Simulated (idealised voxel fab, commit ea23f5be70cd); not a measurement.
process module | voxel ribs on slabs
cross-section cut | 200 nm wide | cells 5 nm
A cross-section is a grid of square cells, given in bands from the top down. A band is one or more rows of cells.
Each band's line starts with the height of the band's top and of its bottom, in nm. Then come its materials from left to right, each with its width in nm. One material with "throughout" fills the band from edge to edge. "air" is empty space.
Height 0 is the level under which the wafer as received is all one material. The lowest band goes on downwards, as in "0 down".
A width such as "30 to 40" changes by the same amount from each row of cells to the next, from the band's top row to its bottom row.
"no change" after a step means that no cell of the cross-section changed.
closed voids: empty space of 8 cells or more with no open way to the top, each as width x height at its distance from the left edge, in nm
after a step's settings: what the simulator itself notes on the step
overlay nm, on a step with a mask: how far to the right of its planned place the mask lay; to the left if negative
plan
1 op RECEIVE | material Si
2 op DIRECTIONAL_DEP | material SiO2 | thk nm 30
3 op DIRECTIONAL_DEP | material SiN | thk nm 15
4 op PATTERN | tone cover | mask id RIB | material resist | width nm 30 | thk nm 20 | overlay nm 0
5 op DIRECTIONAL_ETCH | etch materials SiN | depth nm 5
6 op STRIP | etch materials resist
7 op PATTERN | tone cover | mask id SLAB | material resist | width nm 70 | thk nm 20 | overlay nm 0
8 op DIRECTIONAL_ETCH | etch materials SiN | depth nm 10
9 op STRIP | etch materials resist
10 op FILL_DEP | material SiO2 | thk nm 25
11 op CMP | height nm 60
12 op DIRECTIONAL_DEP | material TiN | thk nm 5
13 op PATTERN | tone cover | mask id HEATER | material resist | width nm 40 | thk nm 15 | overlay nm 0
14 op DIRECTIONAL_ETCH | etch materials TiN | depth nm 5
15 op STRIP | etch materials resist
16 op CONFORMAL_DEP | material SiO2 | thk nm 10
first wafer, as planned
as received, after step 1
  0 down: Si throughout
  closed voids: none
after step 2
  30 to 0: SiO2 throughout
  below 0: unchanged
after step 3
  45 to 30: SiN throughout
  below 30: unchanged
after step 4
  65 to 45: air 85 | resist 30 | air 85
  below 45: unchanged
after step 5
  65 to 45: air 85 | resist 30 | air 85
  45 to 40: air 85 | SiN 30 | air 85
  below 40: unchanged
after step 6
  45 to 40: air 85 | SiN 30 | air 85
  below 40: unchanged
after step 7
  65 to 45: air 65 | resist 70 | air 65
  45 to 40: air 65 | resist 20 | SiN 30 | resist 20 | air 65
  below 40: unchanged
after step 8
  65 to 45: air 65 | resist 70 | air 65
  45 to 40: air 65 | resist 20 | SiN 30 | resist 20 | air 65
  40 to 30: air 65 | SiN 70 | air 65
  below 30: unchanged
after step 9
  45 to 40: air 85 | SiN 30 | air 85
  below 40: unchanged
after step 10
  70 to 45: SiO2 throughout
  45 to 40: SiO2 85 | SiN 30 | SiO2 85
  40 to 30: SiO2 65 | SiN 70 | SiO2 65
  below 30: unchanged
after step 11
  60 to 45: SiO2 throughout
  below 45: unchanged
after step 12
  65 to 60: TiN throughout
  below 60: unchanged
after step 13
  80 to 65: air 80 | resist 40 | air 80
  below 65: unchanged
after step 14
  80 to 65: air 80 | resist 40 | air 80
  65 to 60: air 80 | TiN 40 | air 80
  below 60: unchanged
after step 15
  65 to 60: air 80 | TiN 40 | air 80
  below 60: unchanged
after step 16
  75 to 70: air 70 | SiO2 60 | air 70
  70 to 65: SiO2 throughout
  65 to 60: SiO2 80 | TiN 40 | SiO2 80
  below 60: unchanged
second wafer: like start, like plan, one mistake. Through step 3 it matches the first wafer
when step 4 should have ended
  65 to 45: resist 85 | air 30 | resist 85
  below 45: unchanged
when step 5 should have ended
  65 to 45: resist 85 | air 30 | resist 85
  45 to 40: SiN 85 | air 30 | SiN 85
  below 40: unchanged
when step 6 should have ended
  45 to 40: SiN 85 | air 30 | SiN 85
  below 40: unchanged
when step 7 should have ended
  65 to 45: air 65 | resist 70 | air 65
  45 to 40: SiN 85 | resist 30 | SiN 85
  below 40: unchanged
when step 8 should have ended
  65 to 45: air 65 | resist 70 | air 65
  45 to 40: air 65 | SiN 20 | resist 30 | SiN 20 | air 65
  40 to 35: air 65 | SiN 70 | air 65
  below 35: unchanged
when step 9 should have ended
  45 to 40: air 65 | SiN 20 | air 30 | SiN 20 | air 65
  below 40: unchanged
when step 10 should have ended
  70 to 45: SiO2 throughout
  45 to 40: SiO2 65 | SiN 20 | SiO2 30 | SiN 20 | SiO2 65
  40 to 35: SiO2 65 | SiN 70 | SiO2 65
  below 35: unchanged
when step 11 should have ended
  60 to 45: SiO2 throughout
  below 45: unchanged
when step 12 should have ended
  65 to 60: TiN throughout
  below 60: unchanged
when step 13 should have ended
  80 to 65: air 80 | resist 40 | air 80
  below 65: unchanged
when step 14 should have ended
  80 to 65: air 80 | resist 40 | air 80
  65 to 60: air 80 | TiN 40 | air 80
  below 60: unchanged
when step 15 should have ended
  65 to 60: air 80 | TiN 40 | air 80
  below 60: unchanged
when step 16 should have ended
  75 to 70: air 70 | SiO2 60 | air 70
  70 to 65: SiO2 throughout
  65 to 60: SiO2 80 | TiN 40 | SiO2 80
  below 60: unchanged
what went wrong: step 4 ran as: op PATTERN | tone open | mask id RIB | material resist | width nm 30 | thk nm 20 | overlay nm 0
at the end the second wafer has, in cells: 28 more of SiN | 28 fewer of SiO2
